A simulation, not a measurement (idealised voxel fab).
process module | voxel wiring stack
Cross-section cut: width 190 nm, square cells of 5 nm.
Heads up, the way a cross-section reads in here is a grid of square cells, handed over as bands from the top down, with every band being one or more rows of cells. Top height, bottom height, nm. Materials left to right, width each, nm. Single material + "edge to edge" = fills band edge to edge. "blank" = empty. Height datum 0, below which the as-received substrate wafer is one material. Lowest band open at the bottom, running downward: "0 and below". Note: "30..40" means the width goes from the first number (top row of the band) to the second number (bottom row) in equal steps per row of cells. It should be understood that the words "nothing altered", when stated for a given step, signify that the cross-section underwent no change in any of its cells during that step. "Closed-off voids" means: voids of 8 cells or more that are shut off from the top with no open way through. Written width x height at distance, distance from the left edge, in nm. Heads up: the bit after the settings on a step's line is the simulator's remark on that step. overlay nm: how far to the right of its planned place the mask lay on this masked step (negative: to the left).
This section lists the process steps that were planned
1: RECEIVE, material Si
2: CONFORMAL_DEP, material SiO2, thk nm 10
3: DIRECTIONAL_DEP, material TiN, thk nm 5
4: DIRECTIONAL_DEP, material Ru, thk nm 20
5: MASKED_ETCH, tone cover, mask id METAL_1, width nm 25, pitch nm 40, etch materials Ru, depth nm 20, overlay nm 0
6: MASKED_ETCH, tone cover, mask id METAL_1, width nm 25, pitch nm 40, etch materials TiN, depth nm 5, overlay nm 0
7: FILL_DEP, material SiO2, thk nm 10
8: CMP, height nm 35
9: CONFORMAL_DEP, material SiCN, thk nm 5
10: DIRECTIONAL_DEP, material lowk, thk nm 30
11: PATTERN, tone open, mask id METAL_2_HOLES, material resist, width nm 15, thk nm 20, overlay nm 0
12: DIRECTIONAL_ETCH, etch materials lowk, depth nm 30
13: STRIP, etch materials resist
14: DIRECTIONAL_DEP, material aC, thk nm 10
15: PATTERN, tone open, mask id METAL_2, material resist, width nm 25, pitch nm 40, thk nm 30, overlay nm 0
16: DIRECTIONAL_ETCH, etch materials aC, depth nm 10
17: STRIP, etch materials resist
18: DIRECTIONAL_ETCH, etch materials lowk, depth nm 20
19: DIRECTIONAL_ETCH, etch materials SiCN, depth nm 5
20: STRIP, etch materials aC
21: CONFORMAL_DEP, material TiN, thk nm 5
22: FILL_DEP, material Cu, thk nm 10
23: CMP, height nm 70
24: CONFORMAL_DEP, material SiCN, thk nm 5
25: DIRECTIONAL_DEP, material SiO2, thk nm 35
26: MASKED_ETCH, tone open, mask id METAL_3, width nm 25, pitch nm 40, etch materials SiO2, depth nm 20, overlay nm 0
27: DIRECTIONAL_DEP, material aC, thk nm 10
28: PATTERN, tone open, mask id METAL_3_HOLES, material resist, width nm 15, pitch nm 40, thk nm 25, overlay nm 0
29: DIRECTIONAL_ETCH, etch materials aC, depth nm 10
30: STRIP, etch materials resist
31: DIRECTIONAL_ETCH, etch materials SiO2, depth nm 15
32: DIRECTIONAL_ETCH, etch materials SiCN, depth nm 5
33: STRIP, etch materials aC
34: CONFORMAL_DEP, material TiN, thk nm 5
35: FILL_DEP, material Ru, thk nm 10
36: CMP, height nm 110
37: CONFORMAL_DEP, material SiCN, thk nm 5
38: DIRECTIONAL_DEP, material SiO2, thk nm 25
39: PATTERN, tone open, mask id METAL_4, material resist, width nm 25, pitch nm 40, thk nm 15, overlay nm 0
40: DIRECTIONAL_ETCH, etch materials SiO2, depth nm 15
41: STRIP, etch materials resist
42: MASKED_ETCH, tone open, mask id METAL_4_HOLES, width nm 15, etch materials SiO2, depth nm 10, overlay nm 0
43: MASKED_ETCH, tone open, mask id METAL_4_HOLES, width nm 15, etch materials SiCN, depth nm 5, overlay nm 0
44: CONFORMAL_DEP, material TiN, thk nm 5
45: FILL_DEP, material Cu, thk nm 5
46: CMP, height nm 140
47: CONFORMAL_DEP, material SiCN, thk nm 5
Cross-sectional view of the wafer in its as-received condition, corresponding to the state after step 1
* 0 and below = Si edge to edge
* Closed-off voids: none
Cross-section, first of two wafers, end of module, run as planned
* 145 down to 140 = SiCN edge to edge
* 140 down to 130 = SiO2 (60) | TiN (5) | Cu (15) | TiN (5) | SiO2 (15) | TiN (5) | Cu (15) | TiN (5) | SiO2 (65)
* 130 down to 125 = SiO2 (60) | TiN (5) | Cu (5) | TiN (15) | SiO2 (15) | TiN (25) | SiO2 (65)
* 125 down to 115 = SiO2 (60) | TiN (5) | Cu (5) | TiN (5) | SiO2 (115)
* 115 down to 110 = SiCN (60) | TiN (15) | SiCN (115)
* 110 down to 95 = SiO2 (60) | TiN (5) | Ru (15) | TiN (5) | SiO2 (15) | TiN (5) | Ru (15) | TiN (5) | SiO2 (65)
* 95 down to 90 = SiO2 (60) | TiN (5) | Ru (5) | TiN (15) | SiO2 (15) | TiN (5) | Ru (5) | TiN (15) | SiO2 (65)
* 90 down to 75 = SiO2 (60) | TiN (5) | Ru (5) | TiN (5) | SiO2 (25) | TiN (5) | Ru (5) | TiN (5) | SiO2 (75)
* 75 down to 70 = SiCN (60) | TiN (15) | SiCN (25) | TiN (15) | SiCN (75)
* 70 down to 55 = lowk (60) | TiN (5) | Cu (15) | TiN (5) | lowk (15) | TiN (5) | Cu (15) | TiN (5) | lowk (65)
* 55 down to 50 = lowk (60) | TiN (5) | Cu (5) | TiN (15) | lowk (15) | TiN (25) | lowk (65)
* 50 down to 40 = lowk (60) | TiN (5) | Cu (5) | TiN (5) | lowk (115)
* 40 down to 35 = SiCN (60) | TiN (15) | SiCN (115)
* 35 down to 15 = SiO2 (60) | Ru (25) | SiO2 (15) | Ru (25) | SiO2 (65)
* 15 down to 10 = SiO2 (60) | TiN (25) | SiO2 (15) | TiN (25) | SiO2 (65)
* 10 down to 0 = SiO2 edge to edge
* 0 and below = Si edge to edge
* Closed-off voids: none
Cross-section, second wafer: same start as the first, same plan as the first, one mistake in running it; taken at the end of the module
* 145 down to 140 = SiCN edge to edge
* 140 down to 130 = SiO2 (60) | TiN (5) | Cu (15) | TiN (5) | SiO2 (15) | TiN (5) | Cu (15) | TiN (5) | SiO2 (65)
* 130 down to 125 = SiO2 (60) | TiN (5) | Cu (5) | TiN (15) | SiO2 (15) | TiN (25) | SiO2 (65)
* 125 down to 115 = SiO2 (60) | TiN (5) | Cu (5) | TiN (5) | SiO2 (115)
* 115 down to 110 = SiCN (60) | TiN (15) | SiCN (115)
* 110 down to 95 = SiO2 (60) | TiN (5) | Ru (15) | TiN (5) | SiO2 (15) | TiN (5) | Ru (15) | TiN (5) | SiO2 (65)
* 95 down to 90 = SiO2 (60) | TiN (5) | Ru (5) | TiN (15) | SiO2 (15) | TiN (5) | Ru (5) | TiN (15) | SiO2 (65)
* 90 down to 75 = SiO2 (60) | TiN (5) | Ru (5) | TiN (5) | SiO2 (25) | TiN (5) | Ru (5) | TiN (5) | SiO2 (75)
* 75 down to 70 = SiCN (60) | TiN (15) | SiCN (25) | TiN (15) | SiCN (75)
* 70 down to 55 = lowk (60) | TiN (5) | Cu (5) | TiN (5) | lowk (115)
* 55 down to 50 = lowk (60) | TiN (15) | lowk (115)
* 50 down to 40 = lowk edge to edge
* 40 down to 35 = SiCN edge to edge
* 35 down to 15 = SiO2 (60) | Ru (25) | SiO2 (15) | Ru (25) | SiO2 (65)
* 15 down to 10 = SiO2 (60) | TiN (25) | SiO2 (15) | TiN (25) | SiO2 (65)
* 10 down to 0 = SiO2 edge to edge
* 0 and below = Si edge to edge
* Closed-off voids: none
Which mistake was made when the wafer was run? step 10 of the plan was carried out twice
Heads up, by the end the second wafer has more or fewer cells of some materials compared to the first: 18 fewer of Cu; 3 more of SiCN; 19 fewer of TiN; 34 more of lowk
